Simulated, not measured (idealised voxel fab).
Presented below is a process module, voxel transistor to metal.
Pictured: cross-section cut, 275 nm wide, on a grid of 5 nm square cells.
Cross-sections here: square-cell grids, written as top-down lists of bands, a band being one or more rows of cells. Band: top and bottom heights (nm) first, top before bottom; then materials from left to right, widths in nm. "full width" marks a sole material filling the band edge to edge. "empty" denotes empty space. We count height from 0. Below that, the starting wafer is all one material. The lowest band never ends at the bottom but goes on down; see "from 0 down" for how that is written. A two-number width, for instance "30 to 40", indicates that the width is equal to the first number in the top row of the band and to the second number in the bottom row, and that it changes by a constant amount per row of cells. The designation "stayed the same", where it is given for a processing step, indicates that no cell of the cross-section was altered in the course of that step. This entry, "Closed internal cavities", enumerates those empty regions of no fewer than 8 cells that possess no open connection to the top. Each region is reported in the form width x height at distance, the distance being taken from the left edge, with all three quantities expressed in nm. Formally, on a step line, whatever follows the settings is a remark that the simulator itself makes on the step. overlay nm: step with mask; distance mask lay right of planned place; negative value = left of planned place.
This section lists the process steps that were planned:
1,RECEIVE (material Si)
2,OXIDIZE (depth nm 5)
3,CONFORMAL_DEP (material SiN; thk nm 10)
4,PATTERN (tone cover; mask id ACTIVE; material resist; width nm 105; pitch nm 135; thk nm 20; overlay nm 0)
5,DIRECTIONAL_ETCH (etch materials SiN; depth nm 10)
6,DIRECTIONAL_ETCH (etch materials SiO2; depth nm 5)
7,DIRECTIONAL_ETCH (etch materials Si; depth nm 35)
8,STRIP (etch materials resist)
9,FILL_DEP (material SiO2; thk nm 15)
10,CMP (height nm 10)
11,SELECTIVE_ETCH (etch materials SiO2; depth nm 5)
12,STRIP (etch materials SiN)
13,SELECTIVE_ETCH (etch materials SiO2; depth nm 5)
14,OXIDIZE (depth nm 5)
15,DIRECTIONAL_DEP (material polySi; thk nm 30)
16,DIRECTIONAL_DEP (material SiCN; thk nm 15)
17,PATTERN (tone cover; mask id GATE; material resist; width nm 35; pitch nm 135; thk nm 15; overlay nm 0)
18,DIRECTIONAL_ETCH (etch materials SiCN; depth nm 25)
19,DIRECTIONAL_ETCH (etch materials polySi; depth nm 40)
20,STRIP (etch materials resist)
21,CONFORMAL_DEP (material SiO2; thk nm 5)
22,DIRECTIONAL_ETCH (etch materials SiO2; depth nm 5)
23,CONFORMAL_DEP (material SiN; thk nm 5)
24,DIRECTIONAL_ETCH (etch materials SiN; depth nm 5)
25,DIRECTIONAL_ETCH (etch materials SiO2; depth nm 5)
26,DIRECTIONAL_ETCH (etch materials Si; depth nm 10)
27,EPI (material nSi; thk nm 10)
28,FILL_DEP (material SiO2; thk nm 10)
29,CMP (height nm 25)
30,STRIP (etch materials polySi)
31,SELECTIVE_ETCH (etch materials SiO2; depth nm 5)
32,CONFORMAL_DEP (material HfO2; thk nm 5)
33,CONFORMAL_DEP (material TiN; thk nm 5)
34,FILL_DEP (material W; thk nm 10)
35,CMP (height nm 20)
36,DIRECTIONAL_DEP (material SiO2; thk nm 10)
37,PATTERN (tone open; mask id CONTACT; material resist; width nm 15; thk nm 15; overlay nm 0)
38,DIRECTIONAL_ETCH (etch materials SiO2; depth nm 30)
39,STRIP (etch materials resist)
40,CONFORMAL_DEP (material TiN; thk nm 5)
41,FILL_DEP (material W; thk nm 10)
42,CMP (height nm 30)
43,DIRECTIONAL_DEP (material TiN; thk nm 5)
44,DIRECTIONAL_DEP (material Ru; thk nm 25)
45,DIRECTIONAL_DEP (material aC; thk nm 15)
46,PATTERN (tone cover; mask id METAL_1; material resist; width nm 15; thk nm 35; overlay nm 0)
47,DIRECTIONAL_ETCH (etch materials aC; depth nm 15)
48,STRIP (etch materials resist)
49,DIRECTIONAL_ETCH (etch materials Ru; depth nm 25)
50,DIRECTIONAL_ETCH (etch materials TiN; depth nm 5)
51,STRIP (etch materials aC)
52,FILL_DEP (material SiO2; thk nm 5)
53,CMP (height nm 60)
54,CONFORMAL_DEP (material SiCN; thk nm 5)
55,DIRECTIONAL_DEP (material SiO2; thk nm 30)
56,MASKED_ETCH (tone open; mask id METAL_2; width nm 15; pitch nm 135; etch materials SiO2; depth nm 15; overlay nm 0)
57,DIRECTIONAL_DEP (material aC; thk nm 15)
58,PATTERN (tone open; mask id METAL_2_HOLES; material resist; width nm 15; pitch nm 135; thk nm 30; overlay nm 0)
59,DIRECTIONAL_ETCH (etch materials aC; depth nm 15)
60,STRIP (etch materials resist)
61,DIRECTIONAL_ETCH (etch materials SiO2; depth nm 15)
62,DIRECTIONAL_ETCH (etch materials SiCN; depth nm 5)
63,STRIP (etch materials aC)
64,CONFORMAL_DEP (material TiN; thk nm 5)
65,FILL_DEP (material Cu; thk nm 10)
66,CMP (height nm 95)
67,CONFORMAL_DEP (material SiN; thk nm 5)
Wafer as received: cross-section following step 1:
	from 0 down = Si full width
	Closed internal cavities: none
The first of the two wafers as seen in cross-section once the module was finished; processing followed the plan:
	from 100 to 95 = SiN full width
	from 95 to 65 = SiO2 20, then TiN 5, then Cu 5, then TiN 5, then SiO2 120, then TiN 5, then Cu 5, then TiN 5, then SiO2 105
	from 65 to 60 = SiCN 20, then TiN 15, then SiCN 120, then TiN 15, then SiCN 105
	from 60 to 35 = SiO2 20, then Ru 15, then SiO2 65, then Ru 15, then SiO2 40, then Ru 15, then SiO2 65, then Ru 15, then SiO2 25
	from 35 to 30 = SiO2 20, then TiN 15, then SiO2 65, then TiN 15, then SiO2 40, then TiN 15, then SiO2 65, then TiN 15, then SiO2 25
	from 30 to 20 = SiO2 20, then TiN 5, then W 5, then TiN 5, then SiO2 65, then TiN 5, then W 5, then TiN 5, then SiO2 40, then TiN 5, then W 5, then TiN 5, then SiO2 65, then TiN 5, then W 5, then TiN 5, then SiO2 25
	from 20 to 5 = SiO2 20, then TiN 5, then W 5, then TiN 5, then SiO2 5, then SiN 5, then HfO2 5, then TiN 5, then W 25, then TiN 5, then HfO2 5, then SiN 5, then SiO2 5, then TiN 5, then W 5, then TiN 5, then SiO2 40, then TiN 5, then W 5, then TiN 5, then SiO2 5, then SiN 5, then HfO2 5, then TiN 5, then W 25, then TiN 5, then HfO2 5, then SiN 5, then SiO2 5, then TiN 5, then W 5, then TiN 5, then SiO2 25
	from 5 to 0 = SiO2 20, then TiN 15, then SiO2 5, then SiN 5, then HfO2 5, then TiN 5, then W 25, then TiN 5, then HfO2 5, then SiN 5, then SiO2 5, then TiN 15, then SiO2 40, then TiN 15, then SiO2 5, then SiN 5, then HfO2 5, then TiN 5, then W 25, then TiN 5, then HfO2 5, then SiN 5, then SiO2 5, then TiN 15, then SiO2 25
	from 0 to -5 = SiO2 15, then SiN 5, then nSi 20, then SiN 5, then HfO2 5, then TiN 35, then HfO2 5, then SiN 5, then nSi 20, then SiN 5, then SiO2 30, then SiN 5, then nSi 20, then SiN 5, then HfO2 5, then TiN 35, then HfO2 5, then SiN 5, then nSi 20, then SiN 5, then SiO2 20
	from -5 to -10 = SiO2 20, then nSi 20, then SiO2 5, then HfO2 45, then SiO2 5, then nSi 20, then SiO2 40, then nSi 20, then SiO2 5, then HfO2 45, then SiO2 5, then nSi 20, then SiO2 25
	from -10 to -20 = SiO2 15, then Si 5, then nSi 20, then Si 55, then nSi 20, then Si 5, then SiO2 30, then Si 5, then nSi 20, then Si 55, then nSi 20, then Si 5, then SiO2 20
	from -20 to -40 = SiO2 15, then Si 105, then SiO2 30, then Si 105, then SiO2 20
	from -40 down = Si full width
	Closed internal cavities: none
Cross-section, second wafer: same start as the first, same plan as the first, one mistake in running it; taken at the end of the module:
	from 100 to 95 = SiN full width
	from 95 to 65 = SiO2 20, then TiN 5, then Cu 5, then TiN 5, then SiO2 120, then TiN 5, then Cu 5, then TiN 5, then SiO2 105
	from 65 to 60 = SiCN 20, then TiN 15, then SiCN 120, then TiN 15, then SiCN 105
	from 60 to 35 = SiO2 30, then Ru 15, then SiO2 65, then Ru 15, then SiO2 40, then Ru 15, then SiO2 65, then Ru 15, then SiO2 15
	from 35 to 30 = SiO2 30, then TiN 15, then SiO2 65, then TiN 15, then SiO2 40, then TiN 15, then SiO2 65, then TiN 15, then SiO2 15
	from 30 to 20 = SiO2 20, then TiN 5, then W 5, then TiN 5, then SiO2 65, then TiN 5, then W 5, then TiN 5, then SiO2 40, then TiN 5, then W 5, then TiN 5, then SiO2 65, then TiN 5, then W 5, then TiN 5, then SiO2 25
	from 20 to 5 = SiO2 20, then TiN 5, then W 5, then TiN 5, then SiO2 5, then SiN 5, then HfO2 5, then TiN 5, then W 25, then TiN 5, then HfO2 5, then SiN 5, then SiO2 5, then TiN 5, then W 5, then TiN 5, then SiO2 40, then TiN 5, then W 5, then TiN 5, then SiO2 5, then SiN 5, then HfO2 5, then TiN 5, then W 25, then TiN 5, then HfO2 5, then SiN 5, then SiO2 5, then TiN 5, then W 5, then TiN 5, then SiO2 25
	from 5 to 0 = SiO2 20, then TiN 15, then SiO2 5, then SiN 5, then HfO2 5, then TiN 5, then W 25, then TiN 5, then HfO2 5, then SiN 5, then SiO2 5, then TiN 15, then SiO2 40, then TiN 15, then SiO2 5, then SiN 5, then HfO2 5, then TiN 5, then W 25, then TiN 5, then HfO2 5, then SiN 5, then SiO2 5, then TiN 15, then SiO2 25
	from 0 to -5 = SiO2 15, then SiN 5, then nSi 20, then SiN 5, then HfO2 5, then TiN 35, then HfO2 5, then SiN 5, then nSi 20, then SiN 5, then SiO2 30, then SiN 5, then nSi 20, then SiN 5, then HfO2 5, then TiN 35, then HfO2 5, then SiN 5, then nSi 20, then SiN 5, then SiO2 20
	from -5 to -10 = SiO2 20, then nSi 20, then SiO2 5, then HfO2 45, then SiO2 5, then nSi 20, then SiO2 40, then nSi 20, then SiO2 5, then HfO2 45, then SiO2 5, then nSi 20, then SiO2 25
	from -10 to -20 = SiO2 15, then Si 5, then nSi 20, then Si 55, then nSi 20, then Si 5, then SiO2 30, then Si 5, then nSi 20, then Si 55, then nSi 20, then Si 5, then SiO2 20
	from -20 to -40 = SiO2 15, then Si 105, then SiO2 30, then Si 105, then SiO2 20
	from -40 down = Si full width
	Closed internal cavities: none
Misprocessing identified: step 46 was processed under conditions differing from the plan, specifically as PATTERN (tone cover; mask id METAL_1; material resist; width nm 15; thk nm 35; overlay nm 10)
In the final comparison it is observed that the number of cells assigned to each material is identical for the two wafers, whereas their placement is not.
